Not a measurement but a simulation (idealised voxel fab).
The following process module bears the name voxel tone inversion.
Cross-section cut spans 220 nm and uses square cells 5 nm in size.
Format of a cross-section: grid, square cells. Given as bands. Order: top down. Band: one or more rows of cells. Read a band's entry like this: the first values are the height of its top and the height of its bottom in nm, and what follows is the sequence of materials from left to right, each with its width in nm. Note that "air" is empty space, and that a single material marked "throughout" reaches across the band from edge to edge. Height 0 is the level under which the wafer as received is all one material. The lowest band goes on downwards, as in "0 -> down". Top row gets the first number, bottom row gets the second, and each row in between changes by the same step: that is how a band width like "30->40" works. Where a step carries "same as before", the cross-section came out of it unchanged, cell for cell. Listed in "Enclosed cavity list": every empty space of 8 or more cells without an open way to the top. Form: width x height at distance, the distance being from the left edge, all in nm. What comes after the settings on a step's line is commentary from the simulator itself on that step. overlay nm: how far to the right of its planned place the mask lay on this masked step (negative: to the left).
This section lists the process steps that were planned
1: RECEIVE: material Si
2: CONFORMAL_DEP: material SiCN, thk nm 10
3: DIRECTIONAL_DEP: material polySi, thk nm 15
4: PATTERN: tone cover, mask id POSTS, material resist, width nm 20, pitch nm 50, thk nm 20, overlay nm 0
5: DIRECTIONAL_ETCH: etch materials polySi, depth nm 15
6: STRIP: etch materials resist
7: FILL_DEP: material SiO2, thk nm 10
8: CMP: height nm 25
9: STRIP: etch materials polySi
10: CONFORMAL_DEP: material TiN, thk nm 5
11: FILL_DEP: material Ru, thk nm 5
12: CMP: height nm 25
13: CONFORMAL_DEP: material SiN, thk nm 5
So this is the incoming wafer in cross-section - it's already been through step 1
    0 -> down: Si throughout
    Enclosed cavity list: none
Cross-section taken at module completion on the first of two wafers; processed per the plan
    30 -> 25: SiN throughout
    25 -> 15: SiO2 (50), TiN (5), Ru (10), TiN (5), SiO2 (30), TiN (5), Ru (10), TiN (5), SiO2 (30), TiN (5), Ru (10), TiN (5), SiO2 (50)
    15 -> 10: SiO2 (50), TiN (20), SiO2 (30), TiN (20), SiO2 (30), TiN (20), SiO2 (50)
    10 -> 0: SiCN throughout
    0 -> down: Si throughout
    Enclosed cavity list: none
What the second wafer looks like in cross-section once the module is done. Its start and its plan matched the first wafer's exactly; what differed was one mistake in how it was run
    30 -> 25: SiN throughout
    25 -> 15: Ru (45), TiN (5), SiO2 (20), TiN (5), Ru (20), TiN (5), SiO2 (20), TiN (5), Ru (20), TiN (5), SiO2 (20), TiN (5), Ru (45)
    15 -> 10: TiN (50), SiO2 (20), TiN (30), SiO2 (20), TiN (30), SiO2 (20), TiN (50)
    10 -> 0: SiCN throughout
    0 -> down: Si throughout
    Enclosed cavity list: none
Finding, execution versus plan: contrary to plan, step 4 was performed as PATTERN: tone open, mask id POSTS, material resist, width nm 20, pitch nm 50, thk nm 20, overlay nm 0
Final cells, second wafer relative to first, materials higher or lower: Ru: 40 more; SiO2: 60 fewer; TiN: 20 more
